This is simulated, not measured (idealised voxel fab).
The document below concerns the process module designated voxel fin reveal.
The cross-section on display is named cut; it measures 250 nm wide, and its cells are 5 nm squares.
Throughout this document, each cross-section is represented as a grid of square cells and is presented as a sequence of bands enumerated from the top downward, where a band comprises one or more rows of cells. A band entry consists of two parts. The first gives the height of the band's top and the height of its bottom, in nm. The rest lists the band's materials from left to right, each with its width in nm. A single material labelled with the word "all across" fills the band from edge to edge, and the word "air" marks empty space. All heights in this document are referenced to 0, defined as the level beneath which the wafer, as received, consists entirely of one material. The lowest band is not bounded below; it extends indefinitely downward and is written in the form "0 nm and below". Width "30..40": first value at the band's top row of cells, second value at its bottom row, equal change from row to row. No cell of the cross-section changed in a step that is given as "remained unchanged". "Closed empty spaces" specifies each empty space that is not open to the top and that occupies no fewer than 8 cells, using the form width x height at distance, the distance measured from the left edge and all three quantities in nm. Whatever follows a step's settings on its line is a remark the simulator itself makes about that step. overlay nm: how far to the right of its planned place the mask lay on this masked step (negative: to the left).

### Planned step list for the process
step 1: RECEIVE: material Si
step 2: CONFORMAL_DEP: material SiN, thk nm 5
step 3: DIRECTIONAL_DEP: material aC, thk nm 15
step 4: PATTERN: tone cover, mask id FINS, material resist, width nm 15, pitch nm 35, thk nm 30, overlay nm 0
step 5: DIRECTIONAL_ETCH: etch materials aC, depth nm 15
step 6: STRIP: etch materials resist
step 7: DIRECTIONAL_ETCH: etch materials SiN, depth nm 5
step 8: DIRECTIONAL_ETCH: etch materials Si, depth nm 35
step 9: STRIP: etch materials aC
step 10: OXIDIZE: depth nm 5
step 11: FILL_DEP: material SiO2, thk nm 5
step 12: CMP: height nm 5
step 13: SELECTIVE_ETCH: etch materials SiO2, depth nm 20
step 14: STRIP: etch materials SiN
step 15: CONFORMAL_DEP: material SiO2, thk nm 5

### Incoming wafer in cross-section (state: after step 1)
	0 nm and below: Si all across
	Closed empty spaces: none

### Post-module cross-section of the first of two wafers (run per plan)
	5 nm to 0 nm: 100 air, then 15 SiO2, then 20 air, then 15 SiO2, then 100 air
	0 nm to -10 nm: 100 air, then 5 SiO2, then 5 Si, then 5 SiO2, then 20 air, then 5 SiO2, then 5 Si, then 5 SiO2, then 100 air
	-10 nm to -40 nm: 105 SiO2, then 5 Si, then 30 SiO2, then 5 Si, then 105 SiO2
	-40 nm and below: Si all across
	Closed empty spaces: none

### Wafer two, sectioned after the module: the first wafer's start, the first wafer's plan, and one mistake in how it was run
	10 nm to 5 nm: 95 air, then 25 SiO2, then 10 air, then 25 SiO2, then 95 air
	5 nm to 0 nm: 95 air, then 5 SiO2, then 15 SiN, then 5 SiO2, then 10 air, then 5 SiO2, then 15 SiN, then 5 SiO2, then 95 air
	0 nm to -5 nm: 95 air, then 10 SiO2, then 5 Si, then 10 SiO2, then 10 air, then 10 SiO2, then 5 Si, then 10 SiO2, then 95 air
	-5 nm to -35 nm: 100 air, then 5 SiO2, then 5 Si, then 5 SiO2, then 20 air, then 5 SiO2, then 5 Si, then 5 SiO2, then 100 air
	-35 nm to -40 nm: 105 SiO2, then 5 Si, then 30 SiO2, then 5 Si, then 105 SiO2
	-40 nm and below: Si all across
	Closed empty spaces: none
The mistake made against the process plan was this: step 14 was run on a setting that differed from the plan, and what really ran there is STRIP: etch materials SiO2
Bottom line after processing is that, in cells, the second wafer is up or down on some materials versus the first: 6 more of SiN; 208 fewer of SiO2
